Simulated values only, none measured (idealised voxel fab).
Process module in this document: voxel plated lines
Cross-section cut: width 260 nm, square cells of 5 nm.
Cross-sections here: square-cell grids, written as top-down lists of bands, a band being one or more rows of cells.
Read a band's entry like this: the first values are the height of its top and the height of its bottom in nm, and what follows is the sequence of materials from left to right, each with its width in nm. Note that "empty" is empty space, and that a single material marked "full width" reaches across the band from edge to edge.
Heights are reckoned from 0. Under this level, the received wafer is all of one material. The bottommost band is open-ended downward, for example "0 and below".
With a width like "30->40", each row of cells in the band differs from the next by the same amount, the top row carrying the first number and the bottom row the second.
Any step labelled "no modifications" changed none of the cells in the cross-section.
Empty spaces without an open route to the top, at least 8 cells in extent, make up the entry "Closed cavity list"; each is given as width x height at distance, where the distance is measured from the left edge, and all are in nm.
Anything after a step's settings on that line? It's the simulator's own note about the step.
Regarding "overlay nm": on a step with a mask, it is the distance the mask lay to the right of its planned place; a negative value places it to the left.

Steps in the process plan
step 1: op RECEIVE | material Si
step 2: op CONFORMAL_DEP | material Al2O3 | thk nm 10
step 3: op DIRECTIONAL_DEP | material TiN | thk nm 5
step 4: op PATTERN | tone open | mask id LINES | material resist | width nm 20 | pitch nm 40 | thk nm 35 | overlay nm 0
step 5: op EPI | material Ru | thk nm 10
step 6: op EPI | material Ru | thk nm 5
step 7: op EPI | material Ru | thk nm 10
step 8: op STRIP | etch materials resist
step 9: op DIRECTIONAL_ETCH | etch materials TiN | depth nm 5
step 10: op CONFORMAL_DEP | material SiO2 | thk nm 10

First wafer, as planned

Cross-section of the incoming wafer, state after step 1
    0 and below: Si full width
    Closed cavity list: none

The wafer in cross-section once step 2 is complete
    10 down to 0: Al2O3 full width
    All layers under 0 are left as they were.

The wafer in cross-section once step 3 is complete
    15 down to 10: TiN full width
    All layers under 10 are left as they were.

The wafer in cross-section once step 4 is complete
    50 down to 15: resist=60 | empty=20 | resist=20 | empty=20 | resist=20 | empty=20 | resist=20 | empty=20 | resist=60
    All layers under 15 are left as they were.

The wafer in cross-section once step 5 is complete
    50 down to 25: resist=60 | empty=20 | resist=20 | empty=20 | resist=20 | empty=20 | resist=20 | empty=20 | resist=60
    25 down to 15: resist=60 | Ru=20 | resist=20 | Ru=20 | resist=20 | Ru=20 | resist=20 | Ru=20 | resist=60
    All layers under 15 are left as they were.

The wafer in cross-section once step 6 is complete
    50 down to 30: resist=60 | empty=20 | resist=20 | empty=20 | resist=20 | empty=20 | resist=20 | empty=20 | resist=60
    30 down to 15: resist=60 | Ru=20 | resist=20 | Ru=20 | resist=20 | Ru=20 | resist=20 | Ru=20 | resist=60
    All layers under 15 are left as they were.

The wafer in cross-section once step 7 is complete
    50 down to 40: resist=60 | empty=20 | resist=20 | empty=20 | resist=20 | empty=20 | resist=20 | empty=20 | resist=60
    40 down to 15: resist=60 | Ru=20 | resist=20 | Ru=20 | resist=20 | Ru=20 | resist=20 | Ru=20 | resist=60
    All layers under 15 are left as they were.

The wafer in cross-section once step 8 is complete
    40 down to 15: empty=60 | Ru=20 | empty=20 | Ru=20 | empty=20 | Ru=20 | empty=20 | Ru=20 | empty=60
    All layers under 15 are left as they were.

The wafer in cross-section once step 9 is complete
    40 down to 15: empty=60 | Ru=20 | empty=20 | Ru=20 | empty=20 | Ru=20 | empty=20 | Ru=20 | empty=60
    15 down to 10: empty=60 | TiN=20 | empty=20 | TiN=20 | empty=20 | TiN=20 | empty=20 | TiN=20 | empty=60
    All layers under 10 are left as they were.

The wafer in cross-section once step 10 is complete
    50 down to 40: empty=50 | SiO2=160 | empty=50
    40 down to 20: empty=50 | SiO2=10 | Ru=20 | SiO2=20 | Ru=20 | SiO2=20 | Ru=20 | SiO2=20 | Ru=20 | SiO2=10 | empty=50
    20 down to 15: SiO2=60 | Ru=20 | SiO2=20 | Ru=20 | SiO2=20 | Ru=20 | SiO2=20 | Ru=20 | SiO2=60
    15 down to 10: SiO2=60 | TiN=20 | SiO2=20 | TiN=20 | SiO2=20 | TiN=20 | SiO2=20 | TiN=20 | SiO2=60
    All layers under 10 are left as they were.

The second wafer began exactly as the first did and followed the same plan, but one mistake was made while running it; through step 8 inclusive, the two wafers are identical

Second wafer shown in cross-section at the time step 9 was slated to end
    40 down to 15: empty=60 | Ru=20 | empty=20 | Ru=20 | empty=20 | Ru=20 | empty=20 | Ru=20 | empty=60
    15 down to 10: empty=60 | TiN=20 | empty=20 | TiN=20 | empty=20 | TiN=20 | empty=20 | TiN=20 | empty=60
    All layers under 10 are left as they were.

Second wafer shown in cross-section at the time step 10 was slated to end
    50 down to 40: empty=50 | SiO2=160 | empty=50
    40 down to 20: empty=50 | SiO2=10 | Ru=20 | SiO2=20 | Ru=20 | SiO2=20 | Ru=20 | SiO2=20 | Ru=20 | SiO2=10 | empty=50
    20 down to 15: SiO2=60 | Ru=20 | SiO2=20 | Ru=20 | SiO2=20 | Ru=20 | SiO2=20 | Ru=20 | SiO2=60
    15 down to 10: SiO2=60 | TiN=20 | SiO2=20 | TiN=20 | SiO2=20 | TiN=20 | SiO2=20 | TiN=20 | SiO2=60
    All layers under 10 are left as they were.
Nonconformance to the process plan: regarding the plan, step 9 was run twice
Since the two wafers finish with cross-sections that are the same, nothing this model computes is changed by the mistake.
